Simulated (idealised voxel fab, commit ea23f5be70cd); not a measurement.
process module | voxel self aligned vias
cross-section cut | 140 nm wide | cells 5 nm
A cross-section is a grid of square cells, given in bands from the top down. A band is one or more rows of cells.
Each band's line starts with the height of the band's top and of its bottom, in nm. Then come its materials from left to right, each with its width in nm. One material with "throughout" fills the band from edge to edge. "air" is empty space.
Height 0 is the level under which the wafer as received is all one material. The lowest band goes on downwards, as in "0 down".
A width such as "30 to 40" changes by the same amount from each row of cells to the next, from the band's top row to its bottom row.
"no change" after a step means that no cell of the cross-section changed.
closed voids: empty space of 8 cells or more with no open way to the top, each as width x height at its distance from the left edge, in nm
after a step's settings: what the simulator itself notes on the step
overlay nm, on a step with a mask: how far to the right of its planned place the mask lay; to the left if negative
plan
1 op RECEIVE | material Si
2 op CONFORMAL_DEP | material SiO2 | thk nm 10
3 op CONFORMAL_DEP | material SiCN | thk nm 5
4 op DIRECTIONAL_DEP | material lowk | thk nm 30
5 op PATTERN | tone open | mask id LINES | material resist | width nm 20 | pitch nm 45 | thk nm 20 | overlay nm 0
6 op DIRECTIONAL_ETCH | etch materials lowk | depth nm 30
7 op STRIP | etch materials resist
8 op CONFORMAL_DEP | material TiN | thk nm 5
9 op FILL_DEP | material W | thk nm 10
10 op CMP | height nm 45
11 op SELECTIVE_ETCH | etch materials W Ru TiN | depth nm 10
12 op FILL_DEP | material SiN | thk nm 5
13 op CMP | height nm 45
14 op DIRECTIONAL_DEP | material lowk | thk nm 20
15 op DIRECTIONAL_DEP | material aC | thk nm 10
16 op PATTERN | tone open | mask id VIAS | material resist | width nm 30 | pitch nm 45 | thk nm 25 | overlay nm 0
17 op DIRECTIONAL_ETCH | etch materials aC | depth nm 10
18 op STRIP | etch materials resist
19 op DIRECTIONAL_ETCH | etch materials lowk | depth nm 20
20 op DIRECTIONAL_ETCH | etch materials SiN | depth nm 10
21 op STRIP | etch materials aC
22 op CONFORMAL_DEP | material TiN | thk nm 5
23 op FILL_DEP | material Cu | thk nm 10
24 op CMP | height nm 65
25 op CONFORMAL_DEP | material SiCN | thk nm 5
as received, after step 1
  0 down: Si throughout
  closed voids: none
a wafer at the end: this start, this plan, one mistake
  70 to 65: SiCN throughout
  65 to 40: lowk 30 | TiN 5 | Cu 20 | TiN 5 | lowk 15 | TiN 5 | Cu 20 | TiN 5 | lowk 35
  40 to 35: lowk 30 | TiN 30 | lowk 15 | TiN 30 | lowk 35
  35 to 25: lowk 30 | TiN 10 | W 10 | TiN 10 | lowk 15 | TiN 10 | W 10 | TiN 10 | lowk 35
  25 to 20: lowk 35 | TiN 5 | W 10 | TiN 5 | lowk 25 | TiN 5 | W 10 | TiN 5 | lowk 40
  20 to 15: lowk 35 | TiN 20 | lowk 25 | TiN 20 | lowk 40
  15 to 10: SiCN throughout
  10 to 0: SiO2 throughout
  0 down: Si throughout
  closed voids: none
what went wrong: step 19 was run twice
